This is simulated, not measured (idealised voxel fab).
Module name: voxel spacer lines (process module)
Each square cell in cross-section cut measures 5 nm, and the section as a whole is 265 nm wide.
This document writes a cross-section as a grid whose cells are square, and gives it as bands, listed from the top down; one or more rows of cells form a band. Look at the band entry: it leads with the top's height and the bottom's height in nm. Then it lists the materials left to right, with a width in nm for each. The word "full width" on a single material says that material fills the band edge to edge. The word "air" is empty space. Height reference: 0 = level under which incoming wafer is all one material. Lowest band: no bottom, runs on downward, e.g. "0 -> down". Per-row width for "30..40": begins at first number (top row of band), ends at second number (bottom row), increment between rows held constant. Where a step carries "stayed the same", the cross-section came out of it unchanged, cell for cell. Voids not open to the top, 8 cells minimum: see "Closed void list". Written width x height at distance; distance is from the left edge; nm. Text after the settings on a step's line: the simulator's own remark on that step. overlay nm: right-of-plan distance of the mask on a masked step; negative values mean left-of-plan.
Listed below are the process steps as planned:
1. RECEIVE with material Si
2. CONFORMAL_DEP with material SiO2, thk nm 10
3. DIRECTIONAL_DEP with material polySi, thk nm 20
4. DIRECTIONAL_DEP with material aC, thk nm 20
5. PATTERN with tone cover, mask id MANDREL, material resist, width nm 20, pitch nm 60, thk nm 30, overlay nm 0
6. DIRECTIONAL_ETCH with etch materials aC, depth nm 20
7. STRIP with etch materials resist
8. CONFORMAL_DEP with material SiN, thk nm 10
9. DIRECTIONAL_ETCH with etch materials SiN, depth nm 5
10. STRIP with etch materials aC
11. DIRECTIONAL_ETCH with etch materials polySi, depth nm 20
12. STRIP with etch materials SiN
13. FILL_DEP with material SiO2, thk nm 5
14. CMP with height nm 30
The wafers in this document start out alike and differ in the depth nm applied at step 9; the plan shows the value used for the first wafer.
The first of several wafers in cross-section, exactly as it reached us after step 1:
	0 -> down  Si full width
	Closed void list: none
Once step 14, the last step, is complete, the module is at its end; this is the cross-section of the first of several wafers:
	30 -> 10  polySi full width
	10 -> 0  SiO2 full width
	0 -> down  Si full width
	Closed void list: none
Cross-section of the last wafer at end of module:
	30 -> 10  50 nm SiO2, 10 nm polySi, 20 nm SiO2, 10 nm polySi, 20 nm SiO2, 10 nm polySi, 20 nm SiO2, 10 nm polySi, 20 nm SiO2, 10 nm polySi, 20 nm SiO2, 10 nm polySi, 55 nm SiO2
	10 -> 0  SiO2 full width
	0 -> down  Si full width
	Closed void list: none
Below: a row per wafer. Contents at end of module: for every material, cells gained since receipt (+) or lost since receipt (-); then closed voids:
depth nm 5; +106 SiO2; +212 polySi; Closed void list: none
depth nm 10; +270 SiO2; +48 polySi; Closed void list: none
depth nm 15; +270 SiO2; +48 polySi; Closed void list: none
depth nm 20; +270 SiO2; +48 polySi; Closed void list: none
depth nm 25; +270 SiO2; +48 polySi; Closed void list: none
